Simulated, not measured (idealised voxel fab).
A process module follows: voxel ribs on slabs.
The cross-section on display is named cut; it measures 215 nm wide, and its cells are 5 nm squares.
Cross-section format: a grid of square cells, given as bands from top to bottom; each band is one or more rows of cells. Each band's line starts with the height of the band's top and of its bottom, in nm. Then come its materials from left to right, each with its width in nm. One material with "full width" fills the band from edge to edge. "empty" is empty space. Height reference: 0 = level under which incoming wafer is all one material. Lowest band: no bottom, runs on downward, e.g. "0 and below". The notation "30..40" denotes a width that varies across the rows of cells in the band, beginning at the first number in the top row, finishing at the second number in the bottom row, and changing by an identical amount from each row to the next. Step marked "changes: none"? Then no cell in the cross-section changed in it. "Closed voids list" enumerates empty spaces isolated from the top, with no open way to it, that contain at least 8 cells, giving each as width x height at distance from the left edge, all three in nm. On each step's line, the part that comes after the settings is the simulator's own comment on the step. The "overlay nm" setting may appear on a step's line; for a step that uses a mask, it gives how far to the right of its planned position the mask lay, and a negative value indicates the left.

THESE ARE THE STEPS WE PLANNED FOR THE PROCESS
| 1 | RECEIVE [material Si] |
| 2 | DIRECTIONAL_DEP [material SiO2] [thk nm 30] |
| 3 | DIRECTIONAL_DEP [material polySi] [thk nm 15] |
| 4 | PATTERN [tone cover] [mask id RIB] [material resist] [width nm 20] [thk nm 15] [overlay nm 0] |
| 5 | DIRECTIONAL_ETCH [etch materials polySi] [depth nm 10] |
| 6 | STRIP [etch materials resist] |
| 7 | DIRECTIONAL_DEP [material aC] [thk nm 10] |
| 8 | PATTERN [tone cover] [mask id SLAB] [material resist] [width nm 70] [thk nm 30] [overlay nm 0] |
| 9 | DIRECTIONAL_ETCH [etch materials aC] [depth nm 10] |
| 10 | STRIP [etch materials resist] |
| 11 | DIRECTIONAL_ETCH [etch materials polySi] [depth nm 5] |
| 12 | STRIP [etch materials aC] |
| 13 | FILL_DEP [material SiO2] [thk nm 20] |
| 14 | CMP [height nm 55] |
| 15 | DIRECTIONAL_DEP [material TiN] [thk nm 5] |
| 16 | DIRECTIONAL_DEP [material aC] [thk nm 10] |
| 17 | PATTERN [tone cover] [mask id HEATER] [material resist] [width nm 30] [thk nm 30] [overlay nm 0] |
| 18 | DIRECTIONAL_ETCH [etch materials aC] [depth nm 10] |
| 19 | STRIP [etch materials resist] |
| 20 | DIRECTIONAL_ETCH [etch materials TiN] [depth nm 5] |
| 21 | STRIP [etch materials aC] |
| 22 | CONFORMAL_DEP [material SiO2] [thk nm 5] |
The value of thk nm given for step 15 in the plan refers to the first wafer; the wafers vary in this setting and are alike at the start.

THE FIRST OF SEVERAL WAFERS IN CROSS-SECTION, EXACTLY AS IT REACHED US AFTER STEP 1
- 0 and below: Si full width
- Closed voids list: none

THE ROWS OF THE TABLE BELOW ARE WAFERS. LOOKING AT THE END OF THE MODULE, A ROW COUNTS, FOR EVERY MATERIAL, THE CELLS THE WAFER HAS GAINED, SHOWN AS (+), OR LOST, SHOWN AS (-), SINCE IT WAS RECEIVED; ITS CLOSED VOIDS COME NEXT
thk nm 5, +496 SiO2, +6 TiN, +22 polySi, Closed voids list: none
thk nm 10, +496 SiO2, +49 TiN, +22 polySi, Closed voids list: none
thk nm 15, +496 SiO2, +92 TiN, +22 polySi, Closed voids list: none
thk nm 20, +496 SiO2, +135 TiN, +22 polySi, Closed voids list: none
